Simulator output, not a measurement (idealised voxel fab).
process module | voxel transistor to metal
cross-section cut | 205 nm wide | cells 5 nm
A cross-section is a grid of square cells, given in bands from the top down. A band is one or more rows of cells.
Each band's line starts with the height of the band's top and of its bottom, in nm. Then come its materials from left to right, each with its width in nm. One material with "throughout" fills the band from edge to edge. "air" is empty space.
Height 0 is the level under which the wafer as received is all one material. The lowest band goes on downwards, as in "0 down".
A width such as "30 to 40" changes by the same amount from each row of cells to the next, from the band's top row to its bottom row.
"no change" after a step means that no cell of the cross-section changed.
closed voids: empty space of 8 cells or more with no open way to the top, each as width x height at its distance from the left edge, in nm
after a step's settings: what the simulator itself notes on the step
overlay nm, on a step with a mask: how far to the right of its planned place the mask lay; to the left if negative
plan
1 op RECEIVE | material Si
2 op CONFORMAL_DEP | material SiO2 | thk nm 5
3 op CONFORMAL_DEP | material SiN | thk nm 10
4 op DIRECTIONAL_DEP | material aC | thk nm 15
5 op PATTERN | tone cover | mask id ACTIVE | material resist | width nm 110 | thk nm 35 | overlay nm 0
6 op DIRECTIONAL_ETCH | etch materials aC | depth nm 15
7 op STRIP | etch materials resist
8 op DIRECTIONAL_ETCH | etch materials SiN | depth nm 10
9 op DIRECTIONAL_ETCH | etch materials SiO2 | depth nm 5
10 op DIRECTIONAL_ETCH | etch materials Si | depth nm 35
11 op STRIP | etch materials aC
12 op OXIDIZE | depth nm 5
13 op FILL_DEP | material SiO2 | thk nm 10
14 op CMP | height nm 15
15 op SELECTIVE_ETCH | etch materials SiO2 | depth nm 10
16 op STRIP | etch materials SiN
17 op SELECTIVE_ETCH | etch materials SiO2 | depth nm 5
18 op OXIDIZE | depth nm 5
19 op DIRECTIONAL_DEP | material polySi | thk nm 25
20 op DIRECTIONAL_DEP | material SiCN | thk nm 10
21 op DIRECTIONAL_DEP | material aC | thk nm 10
22 op PATTERN | tone cover | mask id GATE | material resist | width nm 20 | thk nm 25 | overlay nm 0
23 op DIRECTIONAL_ETCH | etch materials aC | depth nm 10
24 op STRIP | etch materials resist
25 op DIRECTIONAL_ETCH | etch materials SiCN | depth nm 20
26 op DIRECTIONAL_ETCH | etch materials polySi | depth nm 35
27 op STRIP | etch materials aC
28 op CONFORMAL_DEP | material SiO2 | thk nm 5
29 op DIRECTIONAL_ETCH | etch materials SiO2 | depth nm 5
30 op CONFORMAL_DEP | material SiN | thk nm 10
31 op DIRECTIONAL_ETCH | etch materials SiN | depth nm 10
32 op DIRECTIONAL_ETCH | etch materials SiO2 | depth nm 5
33 op EPI | material pSi | thk nm 5
34 op FILL_DEP | material SiO2 | thk nm 10
35 op CMP | height nm 35
36 op DIRECTIONAL_DEP | material SiO2 | thk nm 15
37 op MASKED_ETCH | tone open | mask id CONTACT | width nm 30 | pitch nm 60 | etch materials SiO2 | depth nm 50 | overlay nm 0
38 op CONFORMAL_DEP | material TiN | thk nm 5
39 op FILL_DEP | material Ru | thk nm 5
40 op CMP | height nm 50
41 op CONFORMAL_DEP | material SiCN | thk nm 5
42 op DIRECTIONAL_DEP | material SiO2 | thk nm 15
43 op MASKED_ETCH | tone open | mask id METAL_1 | width nm 15 | pitch nm 75 | etch materials SiO2 | depth nm 15 | overlay nm 0
44 op MASKED_ETCH | tone open | mask id METAL_1 | width nm 15 | pitch nm 75 | etch materials SiCN | depth nm 5 | overlay nm 0
45 op CONFORMAL_DEP | material TiN | thk nm 5
46 op FILL_DEP | material Ru | thk nm 10
47 op CMP | height nm 70
48 op CONFORMAL_DEP | material SiCN | thk nm 5
49 op DIRECTIONAL_DEP | material SiO2 | thk nm 30
50 op PATTERN | tone open | mask id METAL_2 | material resist | width nm 15 | pitch nm 75 | thk nm 15 | overlay nm 0
51 op DIRECTIONAL_ETCH | etch materials SiO2 | depth nm 20
52 op STRIP | etch materials resist
53 op MASKED_ETCH | tone open | mask id METAL_2_HOLES | width nm 15 | pitch nm 75 | etch materials SiO2 | depth nm 10 | overlay nm 0
54 op MASKED_ETCH | tone open | mask id METAL_2_HOLES | width nm 15 | pitch nm 75 | etch materials SiCN | depth nm 5 | overlay nm 0
55 op CONFORMAL_DEP | material TiN | thk nm 5
56 op FILL_DEP | material Ru | thk nm 10
57 op CMP | height nm 105
58 op CONFORMAL_DEP | material SiCN | thk nm 5
as received, after step 1
  0 down: Si throughout
  closed voids: none
a wafer at the end: this start, this plan, one mistake
  110 to 105: SiCN throughout
  105 to 75: SiO2 throughout
  75 to 70: SiCN throughout
  70 to 55: SiO2 55 | TiN 5 | Ru 5 | TiN 5 | SiO2 60 | TiN 5 | Ru 5 | TiN 5 | SiO2 60
  55 to 50: SiCN 55 | TiN 15 | SiCN 60 | TiN 15 | SiCN 60
  50 to 40: SiO2 55 | TiN 5 | Ru 20 | TiN 5 | SiO2 30 | TiN 5 | Ru 20 | TiN 5 | SiO2 60
  40 to 35: SiO2 55 | TiN 5 | Ru 10 | TiN 15 | SiO2 30 | TiN 15 | Ru 10 | TiN 5 | SiO2 60
  35 to 25: SiO2 55 | TiN 5 | Ru 10 | TiN 5 | SiN 10 | SiO2 5 | SiCN 20 | SiO2 5 | SiN 10 | TiN 5 | Ru 10 | TiN 5 | SiO2 60
  25 to 5: SiO2 55 | TiN 5 | Ru 10 | TiN 5 | SiN 10 | SiO2 5 | polySi 20 | SiO2 5 | SiN 10 | TiN 5 | Ru 10 | TiN 5 | SiO2 60
  5 to 0: SiO2 55 | TiN 20 | SiN 10 | SiO2 5 | polySi 20 | SiO2 5 | SiN 10 | TiN 20 | SiO2 60
  0 to -5: SiO2 45 | pSi 30 | SiO2 50 | pSi 30 | SiO2 50
  -5 to -40: SiO2 50 | Si 100 | SiO2 55
  -40 down: Si throughout
  closed voids: none
what went wrong: step 49 was run twice
